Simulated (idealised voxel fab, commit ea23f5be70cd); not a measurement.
process module | voxel transistor to metal
cross-section cut | 295 nm wide | cells 5 nm
A cross-section is a grid of square cells, given in bands from the top down. A band is one or more rows of cells.
Each band's line starts with the height of the band's top and of its bottom, in nm. Then come its materials from left to right, each with its width in nm. One material with "throughout" fills the band from edge to edge. "air" is empty space.
Height 0 is the level under which the wafer as received is all one material. The lowest band goes on downwards, as in "0 down".
A width such as "30 to 40" changes by the same amount from each row of cells to the next, from the band's top row to its bottom row.
"no change" after a step means that no cell of the cross-section changed.
closed voids: empty space of 8 cells or more with no open way to the top, each as width x height at its distance from the left edge, in nm
after a step's settings: what the simulator itself notes on the step
overlay nm, on a step with a mask: how far to the right of its planned place the mask lay; to the left if negative
Each pair below shows a cross-section before one step and the cross-section after it, down to the lowest band that changed. The line under each pair gives the step between them, with its settings. The pairs can come from different runs of this module on the same starting wafer, so a pair continues from the pair above only where its "before" says so.
before
  140 to 125: resist 30 | air 20 | resist 110 | air 20 | resist 115
  125 to 120: resist 25 | aC 5 | air 20 | aC 5 | resist 50 | aC 30 | resist 20 | aC 5 | air 20 | aC 5 | resist 50 | aC 30 | resist 30
  120 to 115: aC 30 | air 20 | aC 110 | air 20 | aC 115
  115 to 110: aC 25 | SiO2 30 | aC 50 | SiO2 30 | aC 20 | SiO2 30 | aC 50 | SiO2 30 | aC 30
  110 to 90: SiO2 throughout
  90 to 85: SiO2 25 | Ru 30 | SiO2 50 | Ru 30 | SiO2 20 | Ru 30 | SiO2 50 | Ru 30 | SiO2 30
  85 to 60: lowk 30 | TiN 5 | W 10 | TiN 5 | lowk 60 | TiN 5 | W 10 | TiN 5 | lowk 30 | TiN 5 | W 10 | TiN 5 | lowk 60 | TiN 5 | W 10 | TiN 5 | lowk 35
  60 to 55: SiN 30 | TiN 20 | SiN 60 | TiN 20 | SiN 30 | TiN 20 | SiN 60 | TiN 20 | SiN 35
  55 to 40: SiO2 30 | TiN 5 | Ru 10 | TiN 5 | SiO2 60 | TiN 5 | Ru 10 | TiN 5 | SiO2 30 | TiN 5 | Ru 10 | TiN 5 | SiO2 60 | TiN 5 | Ru 10 | TiN 5 | SiO2 35
  40 to 30: SiO2 30 | TiN 5 | Ru 10 | TiN 5 | SiO2 10 | SiN 5 | SiO2 5 | SiCN 20 | SiO2 5 | SiN 5 | SiO2 10 | TiN 5 | Ru 10 | TiN 5 | SiO2 30 | TiN 5 | Ru 10 | TiN 5 | SiO2 10 | SiN 5 | SiO2 5 | SiCN 20 | SiO2 5 | SiN 5 | SiO2 10 | TiN 5 | Ru 10 | TiN 5 | SiO2 35
  30 to 5: SiO2 30 | TiN 5 | Ru 10 | TiN 5 | SiO2 10 | SiN 5 | SiO2 5 | polySi 20 | SiO2 5 | SiN 5 | SiO2 10 | TiN 5 | Ru 10 | TiN 5 | SiO2 30 | TiN 5 | Ru 10 | TiN 5 | SiO2 10 | SiN 5 | SiO2 5 | polySi 20 | SiO2 5 | SiN 5 | SiO2 10 | TiN 5 | Ru 10 | TiN 5 | SiO2 35
  5 to 0: SiO2 30 | TiN 20 | SiO2 10 | SiN 5 | SiO2 5 | polySi 20 | SiO2 5 | SiN 5 | SiO2 10 | TiN 20 | SiO2 30 | TiN 20 | SiO2 10 | SiN 5 | SiO2 5 | polySi 20 | SiO2 5 | SiN 5 | SiO2 10 | TiN 20 | SiO2 35
  0 to -5: SiO2 20 | SiGe 40 | SiO2 40 | SiGe 40 | SiO2 10 | SiGe 40 | SiO2 40 | SiGe 40 | SiO2 25
  -5 to -30: SiO2 25 | Si 110 | SiO2 20 | Si 110 | SiO2 30
  -30 down: Si throughout
  closed voids: none
after
  125 to 120: air 25 | aC 5 | air 20 | aC 5 | air 50 | aC 30 | air 20 | aC 5 | air 20 | aC 5 | air 50 | aC 30 | air 30
  below 120: unchanged
  closed voids: none
the step between: op STRIP | etch materials resist
before: the cross-section after the pair above
after
  125 to 120: air 25 | aC 5 | air 20 | aC 5 | air 50 | aC 30 | air 20 | aC 5 | air 20 | aC 5 | air 50 | aC 30 | air 30
  120 to 115: aC 30 | air 20 | aC 110 | air 20 | aC 115
  115 to 110: aC 25 | SiO2 5 | air 20 | SiO2 5 | aC 50 | SiO2 30 | aC 20 | SiO2 5 | air 20 | SiO2 5 | aC 50 | SiO2 30 | aC 30
  110 to 100: SiO2 30 | air 20 | SiO2 110 | air 20 | SiO2 115
  below 100: unchanged
  closed voids: none
the step between: op DIRECTIONAL_ETCH | etch materials SiO2 | depth nm 15
before: the cross-section after the pair above
after
  115 to 110: air 25 | SiO2 5 | air 20 | SiO2 5 | air 50 | SiO2 30 | air 20 | SiO2 5 | air 20 | SiO2 5 | air 50 | SiO2 30 | air 30
  below 110: unchanged
  closed voids: none
the step between: op STRIP | etch materials aC
before: the cross-section after the pair above
after
  125 to 120: air 25 | aC 5 | air 20 | aC 5 | air 50 | aC 30 | air 20 | aC 5 | air 20 | aC 5 | air 50 | aC 30 | air 30
  120 to 115: aC 30 | air 20 | aC 110 | air 20 | aC 115
  115 to 110: aC 25 | SiO2 5 | air 20 | SiO2 5 | aC 50 | SiO2 30 | aC 20 | SiO2 5 | air 20 | SiO2 5 | aC 50 | SiO2 30 | aC 30
  110 to 100: SiO2 30 | aC 20 | SiO2 110 | aC 20 | SiO2 115
  below 100: unchanged
  closed voids: none
the step between: op DIRECTIONAL_DEP | material aC | thk nm 10
before: the cross-section after the pair above
after
  150 to 125: resist 30 | air 15 | resist 115 | air 15 | resist 120
  125 to 120: resist 25 | aC 5 | air 15 | resist 5 | aC 5 | resist 50 | aC 30 | resist 20 | aC 5 | air 15 | resist 5 | aC 5 | resist 50 | aC 30 | resist 30
  120 to 115: aC 30 | air 15 | resist 5 | aC 110 | air 15 | resist 5 | aC 115
  115 to 110: aC 25 | SiO2 5 | air 15 | resist 5 | SiO2 5 | aC 50 | SiO2 30 | aC 20 | SiO2 5 | air 15 | resist 5 | SiO2 5 | aC 50 | SiO2 30 | aC 30
  below 110: unchanged
  closed voids: none
the step between: op PATTERN | tone open | mask id METAL_2_HOLES | material resist | width nm 15 | pitch nm 130 | thk nm 25 | overlay nm 0
before: the cross-section after the pair above
after
  140 to 125: resist 30 | air 15 | resist 115 | air 15 | resist 120
  125 to 120: resist 25 | aC 5 | air 15 | resist 5 | aC 5 | resist 50 | aC 30 | resist 20 | aC 5 | air 15 | resist 5 | aC 5 | resist 50 | aC 30 | resist 30
  120 to 115: aC 30 | air 15 | resist 5 | aC 110 | air 15 | resist 5 | aC 115
  115 to 110: aC 25 | SiO2 5 | air 15 | resist 5 | SiO2 5 | aC 50 | SiO2 30 | aC 20 | SiO2 5 | air 15 | resist 5 | SiO2 5 | aC 50 | SiO2 30 | aC 30
  110 to 100: SiO2 30 | air 15 | aC 5 | SiO2 110 | air 15 | aC 5 | SiO2 115
  below 100: unchanged
  closed voids: none
the step between: op DIRECTIONAL_ETCH | etch materials aC | depth nm 10
before: the cross-section after the pair above
after
  125 to 120: air 25 | aC 5 | air 20 | aC 5 | air 50 | aC 30 | air 20 | aC 5 | air 20 | aC 5 | air 50 | aC 30 | air 30
  120 to 115: aC 30 | air 20 | aC 110 | air 20 | aC 115
  115 to 110: aC 25 | SiO2 5 | air 20 | SiO2 5 | aC 50 | SiO2 30 | aC 20 | SiO2 5 | air 20 | SiO2 5 | aC 50 | SiO2 30 | aC 30
  below 110: unchanged
  closed voids: none
the step between: op STRIP | etch materials resist
before: the cross-section after the pair above
after
  125 to 120: air 25 | aC 5 | air 20 | aC 5 | air 50 | aC 30 | air 20 | aC 5 | air 20 | aC 5 | air 50 | aC 30 | air 30
  120 to 115: aC 30 | air 20 | aC 110 | air 20 | aC 115
  115 to 110: aC 25 | SiO2 5 | air 20 | SiO2 5 | aC 50 | SiO2 30 | aC 20 | SiO2 5 | air 20 | SiO2 5 | aC 50 | SiO2 30 | aC 30
  110 to 100: SiO2 30 | air 15 | aC 5 | SiO2 110 | air 15 | aC 5 | SiO2 115
  100 to 90: SiO2 30 | air 15 | SiO2 115 | air 15 | SiO2 120
  below 90: unchanged
  closed voids: none
the step between: op DIRECTIONAL_ETCH | etch materials SiO2 | depth nm 10
before: the cross-section after the pair above
after
  115 to 110: air 25 | SiO2 5 | air 20 | SiO2 5 | air 50 | SiO2 30 | air 20 | SiO2 5 | air 20 | SiO2 5 | air 50 | SiO2 30 | air 30
  110 to 100: SiO2 30 | air 20 | SiO2 110 | air 20 | SiO2 115
  below 100: unchanged
  closed voids: none
the step between: op STRIP | etch materials aC
before: the cross-section after the pair above
after
  120 to 115: air 20 | TiN 15 | air 10 | TiN 15 | air 40 | TiN 40 | air 10 | TiN 15 | air 10 | TiN 15 | air 40 | TiN 40 | air 25
  115 to 110: TiN 25 | SiO2 5 | TiN 5 | air 10 | TiN 5 | SiO2 5 | TiN 50 | SiO2 30 | TiN 20 | SiO2 5 | TiN 5 | air 10 | TiN 5 | SiO2 5 | TiN 50 | SiO2 30 | TiN 30
  110 to 100: SiO2 30 | TiN 5 | air 10 to 5 | TiN 5 to 10 | SiO2 110 | TiN 5 | air 10 to 5 | TiN 5 to 10 | SiO2 115
  100 to 95: SiO2 30 | TiN 5 | air 5 | TiN 5 | SiO2 115 | TiN 5 | air 5 | TiN 5 | SiO2 120
  95 to 90: SiO2 30 | TiN 15 | SiO2 115 | TiN 15 | SiO2 120
  below 90: unchanged
  closed voids: none
the step between: op CONFORMAL_DEP | material TiN | thk nm 5
before: the cross-section after the pair above
after
  130 to 120: Cu throughout
  120 to 115: Cu 20 | TiN 15 | Cu 10 | TiN 15 | Cu 40 | TiN 40 | Cu 10 | TiN 15 | Cu 10 | TiN 15 | Cu 40 | TiN 40 | Cu 25
  115 to 110: TiN 25 | SiO2 5 | TiN 5 | Cu 10 | TiN 5 | SiO2 5 | TiN 50 | SiO2 30 | TiN 20 | SiO2 5 | TiN 5 | Cu 10 | TiN 5 | SiO2 5 | TiN 50 | SiO2 30 | TiN 30
  110 to 100: SiO2 30 | TiN 5 | Cu 10 to 5 | TiN 5 to 10 | SiO2 110 | TiN 5 | Cu 10 to 5 | TiN 5 to 10 | SiO2 115
  100 to 95: SiO2 30 | TiN 5 | Cu 5 | TiN 5 | SiO2 115 | TiN 5 | Cu 5 | TiN 5 | SiO2 120
  below 95: unchanged
  closed voids: none
the step between: op FILL_DEP | material Cu | thk nm 10
before: the cross-section after the pair above
after
  120 to 115: Cu 20 | TiN 15 | Cu 10 | TiN 15 | Cu 40 | TiN 40 | Cu 10 | TiN 15 | Cu 10 | TiN 15 | Cu 40 | TiN 40 | Cu 25
  below 115: unchanged
  closed voids: none
the step between: op CMP | height nm 120
before: the cross-section after the pair above
after
  125 to 120: SiCN throughout
  below 120: unchanged
  closed voids: none
the step between: op CONFORMAL_DEP | material SiCN | thk nm 5
before
  55 to 40: SiO2 throughout
  40 to 30: SiO2 60 | SiN 5 | SiO2 5 | SiCN 20 | SiO2 5 | SiN 5 | SiO2 90 | SiN 5 | SiO2 5 | SiCN 20 | SiO2 5 | SiN 5 | SiO2 65
  30 to 0: SiO2 60 | SiN 5 | SiO2 5 | polySi 20 | SiO2 5 | SiN 5 | SiO2 90 | SiN 5 | SiO2 5 | polySi 20 | SiO2 5 | SiN 5 | SiO2 65
  0 to -5: SiO2 20 | SiGe 40 | SiO2 40 | SiGe 40 | SiO2 10 | SiGe 40 | SiO2 40 | SiGe 40 | SiO2 25
  -5 to -30: SiO2 25 | Si 110 | SiO2 20 | Si 110 | SiO2 30
  -30 down: Si throughout
  closed voids: none
after
  70 to 40: SiO2 throughout
  below 40: unchanged
  closed voids: none
the step between: op DIRECTIONAL_DEP | material SiO2 | thk nm 15
before: the cross-section after the pair above
after
  80 to 70: aC throughout
  below 70: unchanged
  closed voids: none
the step between: op DIRECTIONAL_DEP | material aC | thk nm 10
before: the cross-section after the pair above
after
  110 to 80: resist 30 | air 20 | resist 60 | air 20 | resist 30 | air 20 | resist 60 | air 20 | resist 35
  below 80: unchanged
  closed voids: none
the step between: op PATTERN | tone open | mask id CONTACT | material resist | width nm 20 | thk nm 30 | overlay nm 0
before: the cross-section after the pair above
after
  100 to 80: resist 30 | air 20 | resist 60 | air 20 | resist 30 | air 20 | resist 60 | air 20 | resist 35
  80 to 70: aC 30 | air 20 | aC 60 | air 20 | aC 30 | air 20 | aC 60 | air 20 | aC 35
  below 70: unchanged
  closed voids: none
the step between: op DIRECTIONAL_ETCH | etch materials aC | depth nm 10
before: the cross-section after the pair above
after
  80 to 70: aC 30 | air 20 | aC 60 | air 20 | aC 30 | air 20 | aC 60 | air 20 | aC 35
  below 70: unchanged
  closed voids: none
the step between: op STRIP | etch materials resist
before: the cross-section after the pair above
after
  80 to 70: aC 30 | air 20 | aC 60 | air 20 | aC 30 | air 20 | aC 60 | air 20 | aC 35
  70 to 40: SiO2 30 | air 20 | SiO2 60 | air 20 | SiO2 30 | air 20 | SiO2 60 | air 20 | SiO2 35
  40 to 30: SiO2 30 | air 20 | SiO2 10 | SiN 5 | SiO2 5 | SiCN 20 | SiO2 5 | SiN 5 | SiO2 10 | air 20 | SiO2 30 | air 20 | SiO2 10 | SiN 5 | SiO2 5 | SiCN 20 | SiO2 5 | SiN 5 | SiO2 10 | air 20 | SiO2 35
  30 to 15: SiO2 30 | air 20 | SiO2 10 | SiN 5 | SiO2 5 | polySi 20 | SiO2 5 | SiN 5 | SiO2 10 | air 20 | SiO2 30 | air 20 | SiO2 10 | SiN 5 | SiO2 5 | polySi 20 | SiO2 5 | SiN 5 | SiO2 10 | air 20 | SiO2 35
  below 15: unchanged
  closed voids: none
the step between: op DIRECTIONAL_ETCH | etch materials SiO2 | depth nm 55
before: the cross-section after the pair above
after
  70 to 40: SiO2 30 | air 20 | SiO2 60 | air 20 | SiO2 30 | air 20 | SiO2 60 | air 20 | SiO2 35
  below 40: unchanged
  closed voids: none
the step between: op STRIP | etch materials aC
before: the cross-section after the pair above
after
  75 to 70: TiN 35 | air 10 | TiN 70 | air 10 | TiN 40 | air 10 | TiN 70 | air 10 | TiN 40
  70 to 40: SiO2 30 | TiN 5 | air 10 | TiN 5 | SiO2 60 | TiN 5 | air 10 | TiN 5 | SiO2 30 | TiN 5 | air 10 | TiN 5 | SiO2 60 | TiN 5 | air 10 | TiN 5 | SiO2 35
  40 to 30: SiO2 30 | TiN 5 | air 10 | TiN 5 | SiO2 10 | SiN 5 | SiO2 5 | SiCN 20 | SiO2 5 | SiN 5 | SiO2 10 | TiN 5 | air 10 | TiN 5 | SiO2 30 | TiN 5 | air 10 | TiN 5 | SiO2 10 | SiN 5 | SiO2 5 | SiCN 20 | SiO2 5 | SiN 5 | SiO2 10 | TiN 5 | air 10 | TiN 5 | SiO2 35
  30 to 20: SiO2 30 | TiN 5 | air 10 | TiN 5 | SiO2 10 | SiN 5 | SiO2 5 | polySi 20 | SiO2 5 | SiN 5 | SiO2 10 | TiN 5 | air 10 | TiN 5 | SiO2 30 | TiN 5 | air 10 | TiN 5 | SiO2 10 | SiN 5 | SiO2 5 | polySi 20 | SiO2 5 | SiN 5 | SiO2 10 | TiN 5 | air 10 | TiN 5 | SiO2 35
  20 to 15: SiO2 30 | TiN 20 | SiO2 10 | SiN 5 | SiO2 5 | polySi 20 | SiO2 5 | SiN 5 | SiO2 10 | TiN 20 | SiO2 30 | TiN 20 | SiO2 10 | SiN 5 | SiO2 5 | polySi 20 | SiO2 5 | SiN 5 | SiO2 10 | TiN 20 | SiO2 35
  below 15: unchanged
  closed voids: none
the step between: op CONFORMAL_DEP | material TiN | thk nm 5
before: the cross-section after the pair above
after
  80 to 75: Ru throughout
  75 to 70: TiN 35 | Ru 10 | TiN 70 | Ru 10 | TiN 40 | Ru 10 | TiN 70 | Ru 10 | TiN 40
  70 to 40: SiO2 30 | TiN 5 | Ru 10 | TiN 5 | SiO2 60 | TiN 5 | Ru 10 | TiN 5 | SiO2 30 | TiN 5 | Ru 10 | TiN 5 | SiO2 60 | TiN 5 | Ru 10 | TiN 5 | SiO2 35
  40 to 30: SiO2 30 | TiN 5 | Ru 10 | TiN 5 | SiO2 10 | SiN 5 | SiO2 5 | SiCN 20 | SiO2 5 | SiN 5 | SiO2 10 | TiN 5 | Ru 10 | TiN 5 | SiO2 30 | TiN 5 | Ru 10 | TiN 5 | SiO2 10 | SiN 5 | SiO2 5 | SiCN 20 | SiO2 5 | SiN 5 | SiO2 10 | TiN 5 | Ru 10 | TiN 5 | SiO2 35
  30 to 20: SiO2 30 | TiN 5 | Ru 10 | TiN 5 | SiO2 10 | SiN 5 | SiO2 5 | polySi 20 | SiO2 5 | SiN 5 | SiO2 10 | TiN 5 | Ru 10 | TiN 5 | SiO2 30 | TiN 5 | Ru 10 | TiN 5 | SiO2 10 | SiN 5 | SiO2 5 | polySi 20 | SiO2 5 | SiN 5 | SiO2 10 | TiN 5 | Ru 10 | TiN 5 | SiO2 35
  below 20: unchanged
  closed voids: none
the step between: op FILL_DEP | material Ru | thk nm 5
before: the cross-section after the pair above
after
  55 to 40: SiO2 30 | TiN 5 | Ru 10 | TiN 5 | SiO2 60 | TiN 5 | Ru 10 | TiN 5 | SiO2 30 | TiN 5 | Ru 10 | TiN 5 | SiO2 60 | TiN 5 | Ru 10 | TiN 5 | SiO2 35
  below 40: unchanged
  closed voids: none
the step between: op CMP | height nm 55
before: the cross-section after the pair above
after
  60 to 55: SiN throughout
  below 55: unchanged
  closed voids: none
the step between: op CONFORMAL_DEP | material SiN | thk nm 5
before: the cross-section after the pair above
after
  85 to 60: lowk throughout
  below 60: unchanged
  closed voids: none
the step between: op DIRECTIONAL_DEP | material lowk | thk nm 25
before: the cross-section after the pair above
after
  100 to 85: aC throughout
  below 85: unchanged
  closed voids: none
the step between: op DIRECTIONAL_DEP | material aC | thk nm 15
before: the cross-section after the pair above
after
  135 to 100: resist 30 | air 20 | resist 60 | air 20 | resist 30 | air 20 | resist 60 | air 20 | resist 35
  below 100: unchanged
  closed voids: none
the step between: op PATTERN | tone open | mask id METAL_1 | material resist | width nm 20 | thk nm 35 | overlay nm 0
before: the cross-section after the pair above
after
  120 to 100: resist 30 | air 20 | resist 60 | air 20 | resist 30 | air 20 | resist 60 | air 20 | resist 35
  100 to 85: aC 30 | air 20 | aC 60 | air 20 | aC 30 | air 20 | aC 60 | air 20 | aC 35
  below 85: unchanged
  closed voids: none
the step between: op DIRECTIONAL_ETCH | etch materials aC | depth nm 15
before: the cross-section after the pair above
after
  100 to 85: aC 30 | air 20 | aC 60 | air 20 | aC 30 | air 20 | aC 60 | air 20 | aC 35
  below 85: unchanged
  closed voids: none
the step between: op STRIP | etch materials resist
before: the cross-section after the pair above
after
  100 to 85: aC 30 | air 20 | aC 60 | air 20 | aC 30 | air 20 | aC 60 | air 20 | aC 35
  85 to 60: lowk 30 | air 20 | lowk 60 | air 20 | lowk 30 | air 20 | lowk 60 | air 20 | lowk 35
  below 60: unchanged
  closed voids: none
the step between: op DIRECTIONAL_ETCH | etch materials lowk | depth nm 25
before: the cross-section after the pair above
after
  100 to 85: aC 30 | air 20 | aC 60 | air 20 | aC 30 | air 20 | aC 60 | air 20 | aC 35
  85 to 60: lowk 30 | air 20 | lowk 60 | air 20 | lowk 30 | air 20 | lowk 60 | air 20 | lowk 35
  60 to 55: SiN 30 | air 20 | SiN 60 | air 20 | SiN 30 | air 20 | SiN 60 | air 20 | SiN 35
  below 55: unchanged
  closed voids: none
the step between: op DIRECTIONAL_ETCH | etch materials SiN | depth nm 5
before: the cross-section after the pair above
after
  85 to 60: lowk 30 | air 20 | lowk 60 | air 20 | lowk 30 | air 20 | lowk 60 | air 20 | lowk 35
  below 60: unchanged
  closed voids: none
the step between: op STRIP | etch materials aC
before: the cross-section after the pair above
after
  90 to 85: TiN 35 | air 10 | TiN 70 | air 10 | TiN 40 | air 10 | TiN 70 | air 10 | TiN 40
  85 to 60: lowk 30 | TiN 5 | air 10 | TiN 5 | lowk 60 | TiN 5 | air 10 | TiN 5 | lowk 30 | TiN 5 | air 10 | TiN 5 | lowk 60 | TiN 5 | air 10 | TiN 5 | lowk 35
  60 to 55: SiN 30 | TiN 20 | SiN 60 | TiN 20 | SiN 30 | TiN 20 | SiN 60 | TiN 20 | SiN 35
  below 55: unchanged
  closed voids: none
the step between: op CONFORMAL_DEP | material TiN | thk nm 5
before: the cross-section after the pair above
after
  100 to 90: W throughout
  90 to 85: TiN 35 | W 10 | TiN 70 | W 10 | TiN 40 | W 10 | TiN 70 | W 10 | TiN 40
  85 to 60: lowk 30 | TiN 5 | W 10 | TiN 5 | lowk 60 | TiN 5 | W 10 | TiN 5 | lowk 30 | TiN 5 | W 10 | TiN 5 | lowk 60 | TiN 5 | W 10 | TiN 5 | lowk 35
  below 60: unchanged
  closed voids: none
the step between: op FILL_DEP | material W | thk nm 10
before: the cross-section after the pair above
after
  85 to 60: lowk 30 | TiN 5 | W 10 | TiN 5 | lowk 60 | TiN 5 | W 10 | TiN 5 | lowk 30 | TiN 5 | W 10 | TiN 5 | lowk 60 | TiN 5 | W 10 | TiN 5 | lowk 35
  below 60: unchanged
  closed voids: none
the step between: op CMP | height nm 85
before: the cross-section after the pair above
after
  90 to 85: air 25 | Ru 30 | air 50 | Ru 30 | air 20 | Ru 30 | air 50 | Ru 30 | air 30
  below 85: unchanged
  closed voids: none
the step between: op EPI | material Ru | thk nm 5
before: the cross-section after the pair above
after
  95 to 90: SiCN throughout
  90 to 85: SiCN 25 | Ru 30 | SiCN 50 | Ru 30 | SiCN 20 | Ru 30 | SiCN 50 | Ru 30 | SiCN 30
  below 85: unchanged
  closed voids: none
the step between: op FILL_DEP | material SiCN | thk nm 5
before: the cross-section after the pair above
after
  120 to 95: SiO2 throughout
  below 95: unchanged
  closed voids: none
the step between: op DIRECTIONAL_DEP | material SiO2 | thk nm 25
before: the cross-section after the pair above
after
  130 to 120: aC throughout
  below 120: unchanged
  closed voids: none
the step between: op DIRECTIONAL_DEP | material aC | thk nm 10
before: the cross-section after the pair above
after
  155 to 130: resist 30 | air 20 | resist 110 | air 20 | resist 115
  below 130: unchanged
  closed voids: none
the step between: op PATTERN | tone open | mask id METAL_2 | material resist | width nm 20 | pitch nm 130 | thk nm 25 | overlay nm 0
before: the cross-section after the pair above
after
  145 to 130: resist 30 | air 20 | resist 110 | air 20 | resist 115
  130 to 120: aC 30 | air 20 | aC 110 | air 20 | aC 115
  below 120: unchanged
  closed voids: none
the step between: op DIRECTIONAL_ETCH | etch materials aC | depth nm 10
before: the cross-section after the pair above
after
  130 to 120: aC 30 | air 20 | aC 110 | air 20 | aC 115
  below 120: unchanged
  closed voids: none
the step between: op STRIP | etch materials resist
before: the cross-section after the pair above
after
  130 to 120: aC 30 | air 20 | aC 110 | air 20 | aC 115
  120 to 105: SiO2 30 | air 20 | SiO2 110 | air 20 | SiO2 115
  below 105: unchanged
  closed voids: none
the step between: op DIRECTIONAL_ETCH | etch materials SiO2 | depth nm 15
before: the cross-section after the pair above
after
  120 to 105: SiO2 30 | air 20 | SiO2 110 | air 20 | SiO2 115
  below 105: unchanged
  closed voids: none
the step between: op STRIP | etch materials aC
before: the cross-section after the pair above
after
  130 to 120: aC 30 | air 20 | aC 110 | air 20 | aC 115
  120 to 115: SiO2 30 | air 20 | SiO2 110 | air 20 | SiO2 115
  115 to 105: SiO2 30 | aC 20 | SiO2 110 | aC 20 | SiO2 115
  below 105: unchanged
  closed voids: none
the step between: op DIRECTIONAL_DEP | material aC | thk nm 10
before: the cross-section after the pair above
after
  155 to 130: resist 30 | air 15 | resist 115 | air 15 | resist 120
  130 to 120: aC 30 | air 15 | resist 5 | aC 110 | air 15 | resist 5 | aC 115
  120 to 115: SiO2 30 | air 15 | resist 5 | SiO2 110 | air 15 | resist 5 | SiO2 115
  below 115: unchanged
  closed voids: none
the step between: op PATTERN | tone open | mask id METAL_2_HOLES | material resist | width nm 15 | pitch nm 130 | thk nm 25 | overlay nm 0
before: the cross-section after the pair above
after
  145 to 130: resist 30 | air 15 | resist 115 | air 15 | resist 120
  130 to 120: aC 30 | air 15 | resist 5 | aC 110 | air 15 | resist 5 | aC 115
  120 to 115: SiO2 30 | air 15 | resist 5 | SiO2 110 | air 15 | resist 5 | SiO2 115
  115 to 105: SiO2 30 | air 15 | aC 5 | SiO2 110 | air 15 | aC 5 | SiO2 115
  below 105: unchanged
  closed voids: none
the step between: op DIRECTIONAL_ETCH | etch materials aC | depth nm 10
before: the cross-section after the pair above
after
  130 to 120: aC 30 | air 20 | aC 110 | air 20 | aC 115
  120 to 115: SiO2 30 | air 20 | SiO2 110 | air 20 | SiO2 115
  below 115: unchanged
  closed voids: none
the step between: op STRIP | etch materials resist
before: the cross-section after the pair above
after
  130 to 120: aC 30 | air 20 | aC 110 | air 20 | aC 115
  120 to 115: SiO2 30 | air 20 | SiO2 110 | air 20 | SiO2 115
  115 to 105: SiO2 30 | air 15 | aC 5 | SiO2 110 | air 15 | aC 5 | SiO2 115
  105 to 95: SiO2 30 | air 15 | SiO2 115 | air 15 | SiO2 120
  below 95: unchanged
  closed voids: none
the step between: op DIRECTIONAL_ETCH | etch materials SiO2 | depth nm 10
before: the cross-section after the pair above
after
  130 to 120: aC 30 | air 20 | aC 110 | air 20 | aC 115
  120 to 115: SiO2 30 | air 20 | SiO2 110 | air 20 | SiO2 115
  115 to 105: SiO2 30 | air 15 | aC 5 | SiO2 110 | air 15 | aC 5 | SiO2 115
  105 to 95: SiO2 30 | air 15 | SiO2 115 | air 15 | SiO2 120
  95 to 90: SiCN 30 | air 15 | SiCN 115 | air 15 | SiCN 120
  below 90: unchanged
  closed voids: none
the step between: op DIRECTIONAL_ETCH | etch materials SiCN | depth nm 5
before: the cross-section after the pair above
after
  120 to 105: SiO2 30 | air 20 | SiO2 110 | air 20 | SiO2 115
  below 105: unchanged
  closed voids: none
the step between: op STRIP | etch materials aC
before: the cross-section after the pair above
after
  125 to 120: TiN 35 | air 10 | TiN 120 | air 10 | TiN 120
  120 to 110: SiO2 30 | TiN 5 | air 10 | TiN 5 | SiO2 110 | TiN 5 | air 10 | TiN 5 | SiO2 115
  110 to 105: SiO2 30 | TiN 5 | air 5 | TiN 10 | SiO2 110 | TiN 5 | air 5 | TiN 10 | SiO2 115
  105 to 95: SiO2 30 | TiN 5 | air 5 | TiN 5 | SiO2 115 | TiN 5 | air 5 | TiN 5 | SiO2 120
  95 to 90: SiCN 30 | TiN 15 | SiCN 115 | TiN 15 | SiCN 120
  below 90: unchanged
  closed voids: none
the step between: op CONFORMAL_DEP | material TiN | thk nm 5
before: the cross-section after the pair above
after
  135 to 125: Cu throughout
  125 to 120: TiN 35 | Cu 10 | TiN 120 | Cu 10 | TiN 120
  120 to 110: SiO2 30 | TiN 5 | Cu 10 | TiN 5 | SiO2 110 | TiN 5 | Cu 10 | TiN 5 | SiO2 115
  110 to 105: SiO2 30 | TiN 5 | Cu 5 | TiN 10 | SiO2 110 | TiN 5 | Cu 5 | TiN 10 | SiO2 115
  105 to 95: SiO2 30 | TiN 5 | Cu 5 | TiN 5 | SiO2 115 | TiN 5 | Cu 5 | TiN 5 | SiO2 120
  below 95: unchanged
  closed voids: none
the step between: op FILL_DEP | material Cu | thk nm 10
before: the cross-section after the pair above
after
  120 to 110: SiO2 30 | TiN 5 | Cu 10 | TiN 5 | SiO2 110 | TiN 5 | Cu 10 | TiN 5 | SiO2 115
  below 110: unchanged
  closed voids: none
the step between: op CMP | height nm 120
before: the cross-section after the pair above
after
  125 to 120: SiCN throughout
  below 120: unchanged
  closed voids: none
the step between: op CONFORMAL_DEP | material SiCN | thk nm 5
before
  20 to 5: air 25 | SiN 110 | air 20 | SiN 110 | air 30
  5 to 0: SiO2 throughout
  0 to -30: SiO2 25 | Si 110 | SiO2 20 | Si 110 | SiO2 30
  -30 down: Si throughout
  closed voids: none
after
  20 to 5: air 25 | SiN 110 | air 20 | SiN 110 | air 30
  5 to 0: air 30 | SiO2 100 | air 30 | SiO2 100 | air 35
  below 0: unchanged
  closed voids: none
the step between: op SELECTIVE_ETCH | etch materials SiO2 | depth nm 5
before: the cross-section after the pair above
after
  5 to 0: air 30 | SiO2 100 | air 30 | SiO2 100 | air 35
  below 0: unchanged
  closed voids: none
the step between: op STRIP | etch materials SiN
before: the cross-section after the pair above
after
  5 to 0: air 30 | SiO2 100 | air 30 | SiO2 100 | air 35
  0 to -5: SiO2 35 | Si 90 | SiO2 40 | Si 90 | SiO2 40
  below -5: unchanged
  closed voids: none
the step between: op OXIDIZE | depth nm 5
before: the cross-section after the pair above
after
  35 to 30: air 30 | polySi 100 | air 30 | polySi 100 | air 35
  30 to 5: polySi throughout
  5 to 0: polySi 30 | SiO2 100 | polySi 30 | SiO2 100 | polySi 35
  below 0: unchanged
  closed voids: none
the step between: op DIRECTIONAL_DEP | material polySi | thk nm 30
before: the cross-section after the pair above
after
  45 to 40: air 30 | SiCN 100 | air 30 | SiCN 100 | air 35
  40 to 35: SiCN throughout
  35 to 30: SiCN 30 | polySi 100 | SiCN 30 | polySi 100 | SiCN 35
  below 30: unchanged
  closed voids: none
the step between: op DIRECTIONAL_DEP | material SiCN | thk nm 10
before: the cross-section after the pair above
after
  55 to 50: air 30 | aC 100 | air 30 | aC 100 | air 35
  50 to 45: aC throughout
  45 to 40: aC 30 | SiCN 100 | aC 30 | SiCN 100 | aC 35
  below 40: unchanged
  closed voids: none
the step between: op DIRECTIONAL_DEP | material aC | thk nm 10
before: the cross-section after the pair above
after
  80 to 55: air 70 | resist 20 | air 110 | resist 20 | air 75
  below 55: unchanged
  closed voids: none
the step between: op PATTERN | tone cover | mask id GATE | material resist | width nm 20 | pitch nm 130 | thk nm 25 | overlay nm 0
before: the cross-section after the pair above
after
  70 to 55: air 70 | resist 20 | air 110 | resist 20 | air 75
  55 to 45: air 70 | aC 20 | air 110 | aC 20 | air 75
  45 to 40: air 30 | SiCN 100 | air 30 | SiCN 100 | air 35
  below 40: unchanged
  closed voids: none
the step between: op DIRECTIONAL_ETCH | etch materials aC | depth nm 10
before: the cross-section after the pair above
after
  55 to 45: air 70 | aC 20 | air 110 | aC 20 | air 75
  below 45: unchanged
  closed voids: none
the step between: op STRIP | etch materials resist
